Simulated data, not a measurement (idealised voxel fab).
A process module follows: voxel plated lines.
cross-section cut | 225 nm wide | cells 5 nm
Heads up, the way a cross-section reads in here is a grid of square cells, handed over as bands from the top down, with every band being one or more rows of cells. First you get the band's top height and its bottom height, in nm, and then the materials it's made of, left to right, with each width in nm. If you see a single material with "throughout", that one covers the band edge to edge. "empty" is empty space. For the purposes of this specification, 0 denotes the height below which the wafer in its as-received condition is composed wholly of one material, and the lowermost band, lacking a lower limit, extends downward without end, as expressed in "z 0 and below". Top row gets the first number, bottom row gets the second, and each row in between changes by the same step: that is how a band width like "30..40" works. "changes: none" means the step left every cell of the cross-section as it was. "Tabulated closed voids": sealed empty spaces, 8 cells or more, no open way to top, listed width x height at distance, with distance from the left edge and width, height and distance in nm. On each step's line, the part that comes after the settings is the simulator's own comment on the step. The optional step-line setting "overlay nm" applies to steps with a mask and quantifies how far to the right of its planned location the mask lay, a negative value indicating leftward placement.

## So here's the lineup of process steps we planned
1. RECEIVE (material Si)
2. CONFORMAL_DEP (material Al2O3; thk nm 5)
3. DIRECTIONAL_DEP (material TiN; thk nm 5)
4. PATTERN (tone open; mask id LINES; material resist; width nm 30; pitch nm 55; thk nm 30; overlay nm 0)
5. EPI (material Ru; thk nm 5)
6. EPI (material Ru; thk nm 5)
7. STRIP (etch materials resist)
8. DIRECTIONAL_ETCH (etch materials TiN; depth nm 5)
9. CONFORMAL_DEP (material SiO2; thk nm 10)
The wafers in this document start out alike and differ in the thk nm applied at step 2; the plan shows the value used for the first wafer.

## As received, i.e. after step 1: cross-section through the first of several wafers
* z 0 and below: Si throughout
* Tabulated closed voids: none

## Note: the following table is arranged by wafer, a row apiece. Each row reports the end-of-module state: per material, cells gained (+) or cells lost (-) compared with the wafer as received; closed voids follow
thk nm 5, +45 Al2O3, +48 Ru, +138 SiO2, +24 TiN, Tabulated closed voids: none
thk nm 10, +90 Al2O3, +48 Ru, +138 SiO2, +24 TiN, Tabulated closed voids: none
thk nm 15, +135 Al2O3, +48 Ru, +138 SiO2, +24 TiN, Tabulated closed voids: none
thk nm 20, +180 Al2O3, +48 Ru, +138 SiO2, +24 TiN, Tabulated closed voids: none
thk nm 25, +225 Al2O3, +48 Ru, +138 SiO2, +24 TiN, Tabulated closed voids: none
thk nm 30, +270 Al2O3, +48 Ru, +138 SiO2, +24 TiN, Tabulated closed voids: none
